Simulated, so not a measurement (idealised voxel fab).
Documented hereafter: the process module known as voxel wiring stack.
The figure presents cross-section cut, which has a width of 160 nm and is divided into square cells with an edge length of 5 nm.
A cross-section is a grid of square cells, given in bands from the top down. A band is one or more rows of cells. Band: top and bottom heights (nm) first, top before bottom; then materials from left to right, widths in nm. "throughout" marks a sole material filling the band edge to edge. "blank" denotes empty space. Counting heights begins at 0, where everything beneath is, in the wafer as received, one material. The lowest band has no bottom; it goes on downwards, as "0 down" shows. With a width like "30..40", each row of cells in the band differs from the next by the same amount, the top row carrying the first number and the bottom row the second. Where a step carries "everything unchanged", the cross-section came out of it unchanged, cell for cell. What "Closed void list" gives you is every empty space of 8 cells or more that is cut off from the top. Each appears as width x height at distance, with the distance taken from the left edge and width, height and distance all in nm. Where a step's line continues beyond its settings, the continuation is a remark by the simulator itself on that step. overlay nm: for a step with a mask, the amount by which the mask lay right of where it was planned; a negative amount means left of it.
Intended process steps
1) RECEIVE (material Si)
2) CONFORMAL_DEP (material SiO2; thk nm 15)
3) CONFORMAL_DEP (material SiN; thk nm 5)
4) DIRECTIONAL_DEP (material SiO2; thk nm 15)
5) PATTERN (tone open; mask id METAL_1; material resist; width nm 30; pitch nm 45; thk nm 15; overlay nm 0)
6) DIRECTIONAL_ETCH (etch materials SiO2; depth nm 15)
7) DIRECTIONAL_ETCH (etch materials SiN; depth nm 5)
8) STRIP (etch materials resist)
9) CONFORMAL_DEP (material TiN; thk nm 5)
10) FILL_DEP (material W; thk nm 10)
11) CMP (height nm 35)
12) CONFORMAL_DEP (material SiCN; thk nm 5)
13) DIRECTIONAL_DEP (material SiO2; thk nm 20)
14) PATTERN (tone open; mask id PLUG_1; material resist; width nm 15; thk nm 15; overlay nm 0)
15) DIRECTIONAL_ETCH (etch materials SiO2; depth nm 20)
16) DIRECTIONAL_ETCH (etch materials SiCN; depth nm 5)
17) STRIP (etch materials resist)
18) EPI (material Ru; thk nm 10)
19) EPI (material Ru; thk nm 10)
20) EPI (material Ru; thk nm 5)
21) CONFORMAL_DEP (material SiCN; thk nm 5)
22) DIRECTIONAL_DEP (material SiO2; thk nm 15)
23) PATTERN (tone open; mask id METAL_2; material resist; width nm 30; pitch nm 45; thk nm 20; overlay nm 0)
24) DIRECTIONAL_ETCH (etch materials SiO2; depth nm 15)
25) DIRECTIONAL_ETCH (etch materials SiCN; depth nm 5)
26) STRIP (etch materials resist)
27) CONFORMAL_DEP (material TiN; thk nm 5)
28) FILL_DEP (material Ru; thk nm 5)
29) CMP (height nm 80)
30) CONFORMAL_DEP (material SiCN; thk nm 5)
31) DIRECTIONAL_DEP (material lowk; thk nm 15)
32) PATTERN (tone open; mask id PLUG_2; material resist; width nm 15; thk nm 15; overlay nm 0)
33) DIRECTIONAL_ETCH (etch materials lowk; depth nm 15)
34) DIRECTIONAL_ETCH (etch materials SiCN; depth nm 5)
35) STRIP (etch materials resist)
36) CONFORMAL_DEP (material TiN; thk nm 5)
37) FILL_DEP (material Ru; thk nm 10)
38) CMP (height nm 100)
39) CONFORMAL_DEP (material SiN; thk nm 5)
40) DIRECTIONAL_DEP (material lowk; thk nm 25)
41) PATTERN (tone open; mask id METAL_3; material resist; width nm 30; pitch nm 45; thk nm 15; overlay nm 0)
42) DIRECTIONAL_ETCH (etch materials lowk; depth nm 25)
43) DIRECTIONAL_ETCH (etch materials SiN; depth nm 5)
44) STRIP (etch materials resist)
45) CONFORMAL_DEP (material TiN; thk nm 5)
46) FILL_DEP (material W; thk nm 10)
47) CMP (height nm 130)
48) CONFORMAL_DEP (material SiCN; thk nm 5)
So, the first of our two wafers, run just as we planned it
As received (post step 1): cross-section
* 0 down | Si throughout
* Closed void list: none
The wafer in cross-section once step 2 is complete
* 15 to 0 | SiO2 throughout
* Below 0, no change.
The wafer in cross-section once step 3 is complete
* 20 to 15 | SiN throughout
* Below 15, no change.
The wafer in cross-section once step 4 is complete
* 35 to 20 | SiO2 throughout
* Below 20, no change.
The wafer in cross-section once step 5 is complete
* 50 to 35 | 40 nm resist / 30 nm blank / 15 nm resist / 30 nm blank / 45 nm resist
* Below 35, no change.
The wafer in cross-section once step 6 is complete
* 50 to 35 | 40 nm resist / 30 nm blank / 15 nm resist / 30 nm blank / 45 nm resist
* 35 to 20 | 40 nm SiO2 / 30 nm blank / 15 nm SiO2 / 30 nm blank / 45 nm SiO2
* Below 20, no change.
The wafer in cross-section once step 7 is complete
* 50 to 35 | 40 nm resist / 30 nm blank / 15 nm resist / 30 nm blank / 45 nm resist
* 35 to 20 | 40 nm SiO2 / 30 nm blank / 15 nm SiO2 / 30 nm blank / 45 nm SiO2
* 20 to 15 | 40 nm SiN / 30 nm blank / 15 nm SiN / 30 nm blank / 45 nm SiN
* Below 15, no change.
The wafer in cross-section once step 8 is complete
* 35 to 20 | 40 nm SiO2 / 30 nm blank / 15 nm SiO2 / 30 nm blank / 45 nm SiO2
* Below 20, no change.
The wafer in cross-section once step 9 is complete
* 40 to 35 | 45 nm TiN / 20 nm blank / 25 nm TiN / 20 nm blank / 50 nm TiN
* 35 to 20 | 40 nm SiO2 / 5 nm TiN / 20 nm blank / 5 nm TiN / 15 nm SiO2 / 5 nm TiN / 20 nm blank / 5 nm TiN / 45 nm SiO2
* 20 to 15 | 40 nm SiN / 30 nm TiN / 15 nm SiN / 30 nm TiN / 45 nm SiN
* Below 15, no change.
The wafer in cross-section once step 10 is complete
* 50 to 40 | W throughout
* 40 to 35 | 45 nm TiN / 20 nm W / 25 nm TiN / 20 nm W / 50 nm TiN
* 35 to 20 | 40 nm SiO2 / 5 nm TiN / 20 nm W / 5 nm TiN / 15 nm SiO2 / 5 nm TiN / 20 nm W / 5 nm TiN / 45 nm SiO2
* Below 20, no change.
The wafer in cross-section once step 11 is complete
* 35 to 20 | 40 nm SiO2 / 5 nm TiN / 20 nm W / 5 nm TiN / 15 nm SiO2 / 5 nm TiN / 20 nm W / 5 nm TiN / 45 nm SiO2
* Below 20, no change.
The wafer in cross-section once step 12 is complete
* 40 to 35 | SiCN throughout
* Below 35, no change.
The wafer in cross-section once step 13 is complete
* 60 to 40 | SiO2 throughout
* Below 40, no change.
The wafer in cross-section once step 14 is complete
* 75 to 60 | 40 nm resist / 15 nm blank / 105 nm resist
* Below 60, no change.
The wafer in cross-section once step 15 is complete
* 75 to 60 | 40 nm resist / 15 nm blank / 105 nm resist
* 60 to 40 | 40 nm SiO2 / 15 nm blank / 105 nm SiO2
* Below 40, no change.
The wafer in cross-section once step 16 is complete
* 75 to 60 | 40 nm resist / 15 nm blank / 105 nm resist
* 60 to 40 | 40 nm SiO2 / 15 nm blank / 105 nm SiO2
* 40 to 35 | 40 nm SiCN / 15 nm blank / 105 nm SiCN
* Below 35, no change.
The wafer in cross-section once step 17 is complete
* 60 to 40 | 40 nm SiO2 / 15 nm blank / 105 nm SiO2
* Below 40, no change.
The wafer in cross-section once step 18 is complete
* 60 to 45 | 40 nm SiO2 / 15 nm blank / 105 nm SiO2
* 45 to 40 | 40 nm SiO2 / 15 nm Ru / 105 nm SiO2
* 40 to 35 | 40 nm SiCN / 15 nm Ru / 105 nm SiCN
* Below 35, no change.
The wafer in cross-section once step 19 is complete
* 60 to 55 | 40 nm SiO2 / 15 nm blank / 105 nm SiO2
* 55 to 40 | 40 nm SiO2 / 15 nm Ru / 105 nm SiO2
* Below 40, no change.
The wafer in cross-section once step 20 is complete
* 60 to 40 | 40 nm SiO2 / 15 nm Ru / 105 nm SiO2
* Below 40, no change.
The wafer in cross-section once step 21 is complete
* 65 to 60 | SiCN throughout
* Below 60, no change.
The wafer in cross-section once step 22 is complete
* 80 to 65 | SiO2 throughout
* Below 65, no change.
The wafer in cross-section once step 23 is complete
* 100 to 80 | 40 nm resist / 30 nm blank / 15 nm resist / 30 nm blank / 45 nm resist
* Below 80, no change.
The wafer in cross-section once step 24 is complete
* 100 to 80 | 40 nm resist / 30 nm blank / 15 nm resist / 30 nm blank / 45 nm resist
* 80 to 65 | 40 nm SiO2 / 30 nm blank / 15 nm SiO2 / 30 nm blank / 45 nm SiO2
* Below 65, no change.
The wafer in cross-section once step 25 is complete
* 100 to 80 | 40 nm resist / 30 nm blank / 15 nm resist / 30 nm blank / 45 nm resist
* 80 to 65 | 40 nm SiO2 / 30 nm blank / 15 nm SiO2 / 30 nm blank / 45 nm SiO2
* 65 to 60 | 40 nm SiCN / 30 nm blank / 15 nm SiCN / 30 nm blank / 45 nm SiCN
* Below 60, no change.
The wafer in cross-section once step 26 is complete
* 80 to 65 | 40 nm SiO2 / 30 nm blank / 15 nm SiO2 / 30 nm blank / 45 nm SiO2
* Below 65, no change.
The wafer in cross-section once step 27 is complete
* 85 to 80 | 45 nm TiN / 20 nm blank / 25 nm TiN / 20 nm blank / 50 nm TiN
* 80 to 65 | 40 nm SiO2 / 5 nm TiN / 20 nm blank / 5 nm TiN / 15 nm SiO2 / 5 nm TiN / 20 nm blank / 5 nm TiN / 45 nm SiO2
* 65 to 60 | 40 nm SiCN / 30 nm TiN / 15 nm SiCN / 30 nm TiN / 45 nm SiCN
* Below 60, no change.
The wafer in cross-section once step 28 is complete
* 90 to 85 | Ru throughout
* 85 to 80 | 45 nm TiN / 20 nm Ru / 25 nm TiN / 20 nm Ru / 50 nm TiN
* 80 to 65 | 40 nm SiO2 / 5 nm TiN / 20 nm Ru / 5 nm TiN / 15 nm SiO2 / 5 nm TiN / 20 nm Ru / 5 nm TiN / 45 nm SiO2
* Below 65, no change.
The wafer in cross-section once step 29 is complete
* 80 to 65 | 40 nm SiO2 / 5 nm TiN / 20 nm Ru / 5 nm TiN / 15 nm SiO2 / 5 nm TiN / 20 nm Ru / 5 nm TiN / 45 nm SiO2
* Below 65, no change.
The wafer in cross-section once step 30 is complete
* 85 to 80 | SiCN throughout
* Below 80, no change.
The wafer in cross-section once step 31 is complete
* 100 to 85 | lowk throughout
* Below 85, no change.
The wafer in cross-section once step 32 is complete
* 115 to 100 | 40 nm resist / 15 nm blank / 105 nm resist
* Below 100, no change.
The wafer in cross-section once step 33 is complete
* 115 to 100 | 40 nm resist / 15 nm blank / 105 nm resist
* 100 to 85 | 40 nm lowk / 15 nm blank / 105 nm lowk
* Below 85, no change.
The wafer in cross-section once step 34 is complete
* 115 to 100 | 40 nm resist / 15 nm blank / 105 nm resist
* 100 to 85 | 40 nm lowk / 15 nm blank / 105 nm lowk
* 85 to 80 | 40 nm SiCN / 15 nm blank / 105 nm SiCN
* Below 80, no change.
The wafer in cross-section once step 35 is complete
* 100 to 85 | 40 nm lowk / 15 nm blank / 105 nm lowk
* Below 85, no change.
The wafer in cross-section once step 36 is complete
* 105 to 100 | 45 nm TiN / 5 nm blank / 110 nm TiN
* 100 to 85 | 40 nm lowk / 5 nm TiN / 5 nm blank / 5 nm TiN / 105 nm lowk
* 85 to 80 | 40 nm SiCN / 15 nm TiN / 105 nm SiCN
* Below 80, no change.
The wafer in cross-section once step 37 is complete
* 115 to 105 | Ru throughout
* 105 to 100 | 45 nm TiN / 5 nm Ru / 110 nm TiN
* 100 to 85 | 40 nm lowk / 5 nm TiN / 5 nm Ru / 5 nm TiN / 105 nm lowk
* Below 85, no change.
The wafer in cross-section once step 38 is complete
* 100 to 85 | 40 nm lowk / 5 nm TiN / 5 nm Ru / 5 nm TiN / 105 nm lowk
* Below 85, no change.
The wafer in cross-section once step 39 is complete
* 105 to 100 | SiN throughout
* Below 100, no change.
The wafer in cross-section once step 40 is complete
* 130 to 105 | lowk throughout
* Below 105, no change.
The wafer in cross-section once step 41 is complete
* 145 to 130 | 40 nm resist / 30 nm blank / 15 nm resist / 30 nm blank / 45 nm resist
* Below 130, no change.
The wafer in cross-section once step 42 is complete
* 145 to 130 | 40 nm resist / 30 nm blank / 15 nm resist / 30 nm blank / 45 nm resist
* 130 to 105 | 40 nm lowk / 30 nm blank / 15 nm lowk / 30 nm blank / 45 nm lowk
* Below 105, no change.
The wafer in cross-section once step 43 is complete
* 145 to 130 | 40 nm resist / 30 nm blank / 15 nm resist / 30 nm blank / 45 nm resist
* 130 to 105 | 40 nm lowk / 30 nm blank / 15 nm lowk / 30 nm blank / 45 nm lowk
* 105 to 100 | 40 nm SiN / 30 nm blank / 15 nm SiN / 30 nm blank / 45 nm SiN
* Below 100, no change.
The wafer in cross-section once step 44 is complete
* 130 to 105 | 40 nm lowk / 30 nm blank / 15 nm lowk / 30 nm blank / 45 nm lowk
* Below 105, no change.
The wafer in cross-section once step 45 is complete
* 135 to 130 | 45 nm TiN / 20 nm blank / 25 nm TiN / 20 nm blank / 50 nm TiN
* 130 to 105 | 40 nm lowk / 5 nm TiN / 20 nm blank / 5 nm TiN / 15 nm lowk / 5 nm TiN / 20 nm blank / 5 nm TiN / 45 nm lowk
* 105 to 100 | 40 nm SiN / 30 nm TiN / 15 nm SiN / 30 nm TiN / 45 nm SiN
* Below 100, no change.
The wafer in cross-section once step 46 is complete
* 145 to 135 | W throughout
* 135 to 130 | 45 nm TiN / 20 nm W / 25 nm TiN / 20 nm W / 50 nm TiN
* 130 to 105 | 40 nm lowk / 5 nm TiN / 20 nm W / 5 nm TiN / 15 nm lowk / 5 nm TiN / 20 nm W / 5 nm TiN / 45 nm lowk
* Below 105, no change.
The wafer in cross-section once step 47 is complete
* 130 to 105 | 40 nm lowk / 5 nm TiN / 20 nm W / 5 nm TiN / 15 nm lowk / 5 nm TiN / 20 nm W / 5 nm TiN / 45 nm lowk
* Below 105, no change.
The wafer in cross-section once step 48 is complete
* 135 to 130 | SiCN throughout
* Below 130, no change.
Okay, second wafer. Nothing different at the start, nothing different in the plan, just one mistake somewhere in the running. As far as step 2, counting that step, it's the first wafer all over again
Planned end of step 3: second wafer, cross-section: everything unchanged
Planned end of step 4: second wafer, cross-section
* 30 to 0 | SiO2 throughout
* Below 0, no change.
Planned end of step 5: second wafer, cross-section
* 45 to 30 | 40 nm resist / 30 nm blank / 15 nm resist / 30 nm blank / 45 nm resist
* Below 30, no change.
Planned end of step 6: second wafer, cross-section
* 45 to 30 | 40 nm resist / 30 nm blank / 15 nm resist / 30 nm blank / 45 nm resist
* 30 to 15 | 40 nm SiO2 / 30 nm blank / 15 nm SiO2 / 30 nm blank / 45 nm SiO2
* Below 15, no change.
Planned end of step 7: second wafer, cross-section: everything unchanged
Planned end of step 8: second wafer, cross-section
* 30 to 15 | 40 nm SiO2 / 30 nm blank / 15 nm SiO2 / 30 nm blank / 45 nm SiO2
* Below 15, no change.
Planned end of step 9: second wafer, cross-section
* 35 to 30 | 45 nm TiN / 20 nm blank / 25 nm TiN / 20 nm blank / 50 nm TiN
* 30 to 20 | 40 nm SiO2 / 5 nm TiN / 20 nm blank / 5 nm TiN / 15 nm SiO2 / 5 nm TiN / 20 nm blank / 5 nm TiN / 45 nm SiO2
* 20 to 15 | 40 nm SiO2 / 30 nm TiN / 15 nm SiO2 / 30 nm TiN / 45 nm SiO2
* Below 15, no change.
Planned end of step 10: second wafer, cross-section
* 45 to 35 | W throughout
* 35 to 30 | 45 nm TiN / 20 nm W / 25 nm TiN / 20 nm W / 50 nm TiN
* 30 to 20 | 40 nm SiO2 / 5 nm TiN / 20 nm W / 5 nm TiN / 15 nm SiO2 / 5 nm TiN / 20 nm W / 5 nm TiN / 45 nm SiO2
* Below 20, no change.
Planned end of step 11: second wafer, cross-section
* 35 to 30 | 45 nm TiN / 20 nm W / 25 nm TiN / 20 nm W / 50 nm TiN
* Below 30, no change.
Planned end of step 12: second wafer, cross-section
* 40 to 35 | SiCN throughout
* Below 35, no change.
Planned end of step 13: second wafer, cross-section
* 60 to 40 | SiO2 throughout
* Below 40, no change.
Planned end of step 14: second wafer, cross-section
* 75 to 60 | 40 nm resist / 15 nm blank / 105 nm resist
* Below 60, no change.
Planned end of step 15: second wafer, cross-section
* 75 to 60 | 40 nm resist / 15 nm blank / 105 nm resist
* 60 to 40 | 40 nm SiO2 / 15 nm blank / 105 nm SiO2
* Below 40, no change.
Planned end of step 16: second wafer, cross-section
* 75 to 60 | 40 nm resist / 15 nm blank / 105 nm resist
* 60 to 40 | 40 nm SiO2 / 15 nm blank / 105 nm SiO2
* 40 to 35 | 40 nm SiCN / 15 nm blank / 105 nm SiCN
* Below 35, no change.
Planned end of step 17: second wafer, cross-section
* 60 to 40 | 40 nm SiO2 / 15 nm blank / 105 nm SiO2
* Below 40, no change.
Planned end of step 18: second wafer, cross-section
* 60 to 45 | 40 nm SiO2 / 15 nm blank / 105 nm SiO2
* 45 to 40 | 40 nm SiO2 / 15 nm Ru / 105 nm SiO2
* 40 to 35 | 40 nm SiCN / 15 nm Ru / 105 nm SiCN
* Below 35, no change.
Planned end of step 19: second wafer, cross-section
* 60 to 55 | 40 nm SiO2 / 15 nm blank / 105 nm SiO2
* 55 to 40 | 40 nm SiO2 / 15 nm Ru / 105 nm SiO2
* Below 40, no change.
Planned end of step 20: second wafer, cross-section
* 60 to 40 | 40 nm SiO2 / 15 nm Ru / 105 nm SiO2
* Below 40, no change.
Planned end of step 21: second wafer, cross-section
* 65 to 60 | SiCN throughout
* Below 60, no change.
Planned end of step 22: second wafer, cross-section
* 80 to 65 | SiO2 throughout
* Below 65, no change.
Planned end of step 23: second wafer, cross-section
* 100 to 80 | 40 nm resist / 30 nm blank / 15 nm resist / 30 nm blank / 45 nm resist
* Below 80, no change.
Planned end of step 24: second wafer, cross-section
* 100 to 80 | 40 nm resist / 30 nm blank / 15 nm resist / 30 nm blank / 45 nm resist
* 80 to 65 | 40 nm SiO2 / 30 nm blank / 15 nm SiO2 / 30 nm blank / 45 nm SiO2
* Below 65, no change.
Planned end of step 25: second wafer, cross-section
* 100 to 80 | 40 nm resist / 30 nm blank / 15 nm resist / 30 nm blank / 45 nm resist
* 80 to 65 | 40 nm SiO2 / 30 nm blank / 15 nm SiO2 / 30 nm blank / 45 nm SiO2
* 65 to 60 | 40 nm SiCN / 30 nm blank / 15 nm SiCN / 30 nm blank / 45 nm SiCN
* Below 60, no change.
Planned end of step 26: second wafer, cross-section
* 80 to 65 | 40 nm SiO2 / 30 nm blank / 15 nm SiO2 / 30 nm blank / 45 nm SiO2
* Below 65, no change.
Planned end of step 27: second wafer, cross-section
* 85 to 80 | 45 nm TiN / 20 nm blank / 25 nm TiN / 20 nm blank / 50 nm TiN
* 80 to 65 | 40 nm SiO2 / 5 nm TiN / 20 nm blank / 5 nm TiN / 15 nm SiO2 / 5 nm TiN / 20 nm blank / 5 nm TiN / 45 nm SiO2
* 65 to 60 | 40 nm SiCN / 30 nm TiN / 15 nm SiCN / 30 nm TiN / 45 nm SiCN
* Below 60, no change.
Planned end of step 28: second wafer, cross-section
* 90 to 85 | Ru throughout
* 85 to 80 | 45 nm TiN / 20 nm Ru / 25 nm TiN / 20 nm Ru / 50 nm TiN
* 80 to 65 | 40 nm SiO2 / 5 nm TiN / 20 nm Ru / 5 nm TiN / 15 nm SiO2 / 5 nm TiN / 20 nm Ru / 5 nm TiN / 45 nm SiO2
* Below 65, no change.
Planned end of step 29: second wafer, cross-section
* 80 to 65 | 40 nm SiO2 / 5 nm TiN / 20 nm Ru / 5 nm TiN / 15 nm SiO2 / 5 nm TiN / 20 nm Ru / 5 nm TiN / 45 nm SiO2
* Below 65, no change.
Planned end of step 30: second wafer, cross-section
* 85 to 80 | SiCN throughout
* Below 80, no change.
Planned end of step 31: second wafer, cross-section
* 100 to 85 | lowk throughout
* Below 85, no change.
Planned end of step 32: second wafer, cross-section
* 115 to 100 | 40 nm resist / 15 nm blank / 105 nm resist
* Below 100, no change.
Planned end of step 33: second wafer, cross-section
* 115 to 100 | 40 nm resist / 15 nm blank / 105 nm resist
* 100 to 85 | 40 nm lowk / 15 nm blank / 105 nm lowk
* Below 85, no change.
Planned end of step 34: second wafer, cross-section
* 115 to 100 | 40 nm resist / 15 nm blank / 105 nm resist
* 100 to 85 | 40 nm lowk / 15 nm blank / 105 nm lowk
* 85 to 80 | 40 nm SiCN / 15 nm blank / 105 nm SiCN
* Below 80, no change.
Planned end of step 35: second wafer, cross-section
* 100 to 85 | 40 nm lowk / 15 nm blank / 105 nm lowk
* Below 85, no change.
Planned end of step 36: second wafer, cross-section
* 105 to 100 | 45 nm TiN / 5 nm blank / 110 nm TiN
* 100 to 85 | 40 nm lowk / 5 nm TiN / 5 nm blank / 5 nm TiN / 105 nm lowk
* 85 to 80 | 40 nm SiCN / 15 nm TiN / 105 nm SiCN
* Below 80, no change.
Planned end of step 37: second wafer, cross-section
* 115 to 105 | Ru throughout
* 105 to 100 | 45 nm TiN / 5 nm Ru / 110 nm TiN
* 100 to 85 | 40 nm lowk / 5 nm TiN / 5 nm Ru / 5 nm TiN / 105 nm lowk
* Below 85, no change.
Planned end of step 38: second wafer, cross-section
* 100 to 85 | 40 nm lowk / 5 nm TiN / 5 nm Ru / 5 nm TiN / 105 nm lowk
* Below 85, no change.
Planned end of step 39: second wafer, cross-section
* 105 to 100 | SiN throughout
* Below 100, no change.
Planned end of step 40: second wafer, cross-section
* 130 to 105 | lowk throughout
* Below 105, no change.
Planned end of step 41: second wafer, cross-section
* 145 to 130 | 40 nm resist / 30 nm blank / 15 nm resist / 30 nm blank / 45 nm resist
* Below 130, no change.
Planned end of step 42: second wafer, cross-section
* 145 to 130 | 40 nm resist / 30 nm blank / 15 nm resist / 30 nm blank / 45 nm resist
* 130 to 105 | 40 nm lowk / 30 nm blank / 15 nm lowk / 30 nm blank / 45 nm lowk
* Below 105, no change.
Planned end of step 43: second wafer, cross-section
* 145 to 130 | 40 nm resist / 30 nm blank / 15 nm resist / 30 nm blank / 45 nm resist
* 130 to 105 | 40 nm lowk / 30 nm blank / 15 nm lowk / 30 nm blank / 45 nm lowk
* 105 to 100 | 40 nm SiN / 30 nm blank / 15 nm SiN / 30 nm blank / 45 nm SiN
* Below 100, no change.
Planned end of step 44: second wafer, cross-section
* 130 to 105 | 40 nm lowk / 30 nm blank / 15 nm lowk / 30 nm blank / 45 nm lowk
* Below 105, no change.
Planned end of step 45: second wafer, cross-section
* 135 to 130 | 45 nm TiN / 20 nm blank / 25 nm TiN / 20 nm blank / 50 nm TiN
* 130 to 105 | 40 nm lowk / 5 nm TiN / 20 nm blank / 5 nm TiN / 15 nm lowk / 5 nm TiN / 20 nm blank / 5 nm TiN / 45 nm lowk
* 105 to 100 | 40 nm SiN / 30 nm TiN / 15 nm SiN / 30 nm TiN / 45 nm SiN
* Below 100, no change.
Planned end of step 46: second wafer, cross-section
* 145 to 135 | W throughout
* 135 to 130 | 45 nm TiN / 20 nm W / 25 nm TiN / 20 nm W / 50 nm TiN
* 130 to 105 | 40 nm lowk / 5 nm TiN / 20 nm W / 5 nm TiN / 15 nm lowk / 5 nm TiN / 20 nm W / 5 nm TiN / 45 nm lowk
* Below 105, no change.
Planned end of step 47: second wafer, cross-section
* 130 to 105 | 40 nm lowk / 5 nm TiN / 20 nm W / 5 nm TiN / 15 nm lowk / 5 nm TiN / 20 nm W / 5 nm TiN / 45 nm lowk
* Below 105, no change.
Planned end of step 48: second wafer, cross-section
* 135 to 130 | SiCN throughout
* Below 130, no change.
Here's what went sideways: step 3 of the plan never got run, it was skipped over
Once processing is complete, comparing cell counts shows that the second wafer has more or fewer of certain materials than the first: 20 fewer of SiN | 20 more of TiN
